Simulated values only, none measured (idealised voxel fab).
process module | voxel transistor to metal
cross-section cut | 210 nm wide | cells 5 nm
A cross-section is a grid of square cells, given in bands from the top down. A band is one or more rows of cells.
Each band's line starts with the height of the band's top and of its bottom, in nm. Then come its materials from left to right, each with its width in nm. One material with "throughout" fills the band from edge to edge. "air" is empty space.
Height 0 is the level under which the wafer as received is all one material. The lowest band goes on downwards, as in "0 down".
A width such as "30 to 40" changes by the same amount from each row of cells to the next, from the band's top row to its bottom row.
"no change" after a step means that no cell of the cross-section changed.
closed voids: empty space of 8 cells or more with no open way to the top, each as width x height at its distance from the left edge, in nm
after a step's settings: what the simulator itself notes on the step
overlay nm, on a step with a mask: how far to the right of its planned place the mask lay; to the left if negative
plan
1 op RECEIVE | material Si
2 op OXIDIZE | depth nm 5
3 op CONFORMAL_DEP | material SiN | thk nm 15
4 op DIRECTIONAL_DEP | material aC | thk nm 15
5 op PATTERN | tone cover | mask id ACTIVE | material resist | width nm 125 | thk nm 30 | overlay nm 0
6 op DIRECTIONAL_ETCH | etch materials aC | depth nm 15
7 op STRIP | etch materials resist
8 op DIRECTIONAL_ETCH | etch materials SiN | depth nm 15
9 op DIRECTIONAL_ETCH | etch materials SiO2 | depth nm 5
10 op DIRECTIONAL_ETCH | etch materials Si | depth nm 35
11 op STRIP | etch materials aC
12 op FILL_DEP | material SiO2 | thk nm 15
13 op CMP | height nm 15
14 op SELECTIVE_ETCH | etch materials SiO2 | depth nm 5
15 op STRIP | etch materials SiN
16 op SELECTIVE_ETCH | etch materials SiO2 | depth nm 5
17 op OXIDIZE | depth nm 5
18 op DIRECTIONAL_DEP | material polySi | thk nm 20
19 op DIRECTIONAL_DEP | material SiCN | thk nm 15
20 op PATTERN | tone cover | mask id GATE | material resist | width nm 35 | thk nm 15 | overlay nm 0
21 op DIRECTIONAL_ETCH | etch materials SiCN | depth nm 25
22 op DIRECTIONAL_ETCH | etch materials polySi | depth nm 30
23 op STRIP | etch materials resist
24 op CONFORMAL_DEP | material SiN | thk nm 10
25 op DIRECTIONAL_ETCH | etch materials SiN | depth nm 10
26 op DIRECTIONAL_ETCH | etch materials SiO2 | depth nm 5
27 op DIRECTIONAL_ETCH | etch materials Si | depth nm 10
28 op EPI | material SiGe | thk nm 10
29 op FILL_DEP | material SiO2 | thk nm 10
30 op CMP | height nm 15
31 op STRIP | etch materials polySi
32 op SELECTIVE_ETCH | etch materials SiO2 | depth nm 5
33 op CONFORMAL_DEP | material HfO2 | thk nm 5
34 op CONFORMAL_DEP | material TiN | thk nm 5
35 op FILL_DEP | material W | thk nm 10
36 op CMP | height nm 10
37 op DIRECTIONAL_DEP | material SiO2 | thk nm 15
38 op PATTERN | tone open | mask id CONTACT | material resist | width nm 15 | pitch nm 90 | thk nm 20 | overlay nm 0
39 op DIRECTIONAL_ETCH | etch materials SiO2 | depth nm 35
40 op STRIP | etch materials resist
41 op CONFORMAL_DEP | material TiN | thk nm 5
42 op FILL_DEP | material Ru | thk nm 10
43 op CMP | height nm 25
44 op DIRECTIONAL_DEP | material TiN | thk nm 5
45 op DIRECTIONAL_DEP | material W | thk nm 15
46 op PATTERN | tone cover | mask id METAL_1 | material resist | width nm 15 | pitch nm 90 | thk nm 15 | overlay nm 0
47 op DIRECTIONAL_ETCH | etch materials W | depth nm 15
48 op DIRECTIONAL_ETCH | etch materials TiN | depth nm 5
49 op STRIP | etch materials resist
50 op FILL_DEP | material lowk | thk nm 5
51 op CMP | height nm 45
52 op CONFORMAL_DEP | material SiCN | thk nm 5
53 op DIRECTIONAL_DEP | material SiO2 | thk nm 30
54 op DIRECTIONAL_DEP | material aC | thk nm 15
55 op PATTERN | tone open | mask id METAL_2 | material resist | width nm 15 | pitch nm 90 | thk nm 30 | overlay nm 0
56 op DIRECTIONAL_ETCH | etch materials aC | depth nm 15
57 op STRIP | etch materials resist
58 op DIRECTIONAL_ETCH | etch materials SiO2 | depth nm 15
59 op STRIP | etch materials aC
60 op PATTERN | tone open | mask id METAL_2_HOLES | material resist | width nm 15 | pitch nm 90 | thk nm 20 | overlay nm 0
61 op DIRECTIONAL_ETCH | etch materials SiO2 | depth nm 15
62 op DIRECTIONAL_ETCH | etch materials SiCN | depth nm 5
63 op STRIP | etch materials resist
64 op CONFORMAL_DEP | material TiN | thk nm 5
65 op FILL_DEP | material Ru | thk nm 10
66 op CMP | height nm 80
67 op CONFORMAL_DEP | material SiN | thk nm 5
as received, after step 1
  0 down: Si throughout
  closed voids: none
a wafer at the end: this start, this plan, one mistake
  85 to 80: SiN throughout
  80 to 50: SiO2 50 | TiN 5 | Ru 5 | TiN 5 | SiO2 75 | TiN 5 | Ru 5 | TiN 5 | SiO2 55
  50 to 45: SiCN 50 | TiN 15 | SiCN 75 | TiN 15 | SiCN 55
  45 to 30: W 50 | lowk 15 | W 75 | lowk 15 | W 55
  30 to 25: TiN 50 | lowk 15 | TiN 75 | lowk 15 | TiN 55
  25 to 10: SiO2 50 | TiN 5 | Ru 5 | TiN 5 | SiO2 75 | TiN 5 | Ru 5 | TiN 5 | SiO2 55
  10 to 5: SiO2 50 | TiN 5 | Ru 5 | TiN 5 | SiO2 10 | SiN 10 | HfO2 5 | TiN 5 | W 15 | TiN 5 | HfO2 5 | SiN 10 | SiO2 10 | TiN 5 | Ru 5 | TiN 5 | SiO2 55
  5 to 0: SiO2 35 | SiN 10 | SiO2 5 | TiN 15 | SiO2 10 | SiN 10 | HfO2 5 | TiN 5 | W 15 | TiN 5 | HfO2 5 | SiN 10 | SiO2 10 | TiN 15 | SiO2 5 | SiN 10 | SiO2 40
  0 to -5: SiO2 35 | SiN 10 | SiGe 10 | TiN 10 | SiGe 10 | SiN 10 | HfO2 5 | TiN 25 | HfO2 5 | SiN 10 | SiGe 10 | TiN 10 | SiGe 10 | SiN 10 | SiO2 40
  -5 to -10: SiO2 45 | SiGe 10 | TiN 10 | SiGe 10 | SiO2 5 | HfO2 45 | SiO2 5 | SiGe 10 | TiN 10 | SiGe 10 | SiO2 50
  -10 to -20: SiO2 40 | Si 5 | SiGe 30 | Si 55 | SiGe 30 | Si 5 | SiO2 45
  -20 to -40: SiO2 40 | Si 125 | SiO2 45
  -40 down: Si throughout
  closed voids: none
what went wrong: step 46 ran as: op PATTERN | tone open | mask id METAL_1 | material resist | width nm 15 | pitch nm 90 | thk nm 15 | overlay nm 0
